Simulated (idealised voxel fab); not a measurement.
The following is a process module called voxel fin reveal.
Displayed cross-section: cut, width of 195 nm, square cells sized 5 nm.
We lay out every cross-section as a grid of square cells and spell it out in bands from the top down, where one band means one or more rows of cells. For a band, the entry starts with two heights in nm, that of the top and then that of the bottom, and carries on with the band's materials in order from left to right, each alongside its width in nm; the word "throughout" beside a single material means it fills the band edge to edge, and "empty" means empty space. Zero point of the height axis is 0; under it, received wafer = one material. Lowest band: continues down indefinitely, "from 0 down". A width given as "30..40" starts at the first number in the band's top row and ends at the second number in its bottom row, shifting by an equal amount at every step from row to row. "no alteration" means the step left every cell of the cross-section as it was. For the entry "Closed void roster", the listed items are empty spaces with no open way to the top whose size is 8 cells or more; each item follows the pattern width x height at distance, where distance is from the left edge and all three are in nm. Post-settings text on a step line: simulator's own remark regarding the step. overlay nm: how far to the right of its planned place the mask lay on this masked step (negative: to the left).

## The process steps that were planned are listed below
- 1: RECEIVE: material Si
- 2: CONFORMAL_DEP: material SiN, thk nm 10
- 3: PATTERN: tone cover, mask id FINS, material resist, width nm 15, pitch nm 45, thk nm 20, overlay nm 0
- 4: DIRECTIONAL_ETCH: etch materials SiN, depth nm 10
- 5: DIRECTIONAL_ETCH: etch materials Si, depth nm 35
- 6: STRIP: etch materials resist
- 7: FILL_DEP: material SiO2, thk nm 15
- 8: CMP: height nm 10
- 9: SELECTIVE_ETCH: etch materials SiO2, depth nm 35
- 10: STRIP: etch materials SiN
For this document, wafers share an identical start and vary in the step 3 width nm; the plan quotes the first wafer's value.

## First of several wafers (as received, post step 1), cross-sectional view
- from 0 down | Si throughout
- Closed void roster: none

## Here is how to read the rows: every wafer has a row, and it shows the wafer at the end of the module, giving for each material how many cells were gained (+) or lost (-) since the wafer was received, then listing its closed voids
width nm 15; -189 Si; +54 SiO2; Closed void roster: none
width nm 20; -161 Si; +46 SiO2; Closed void roster: none
width nm 25; -133 Si; +38 SiO2; Closed void roster: none
width nm 30; -105 Si; +30 SiO2; Closed void roster: none
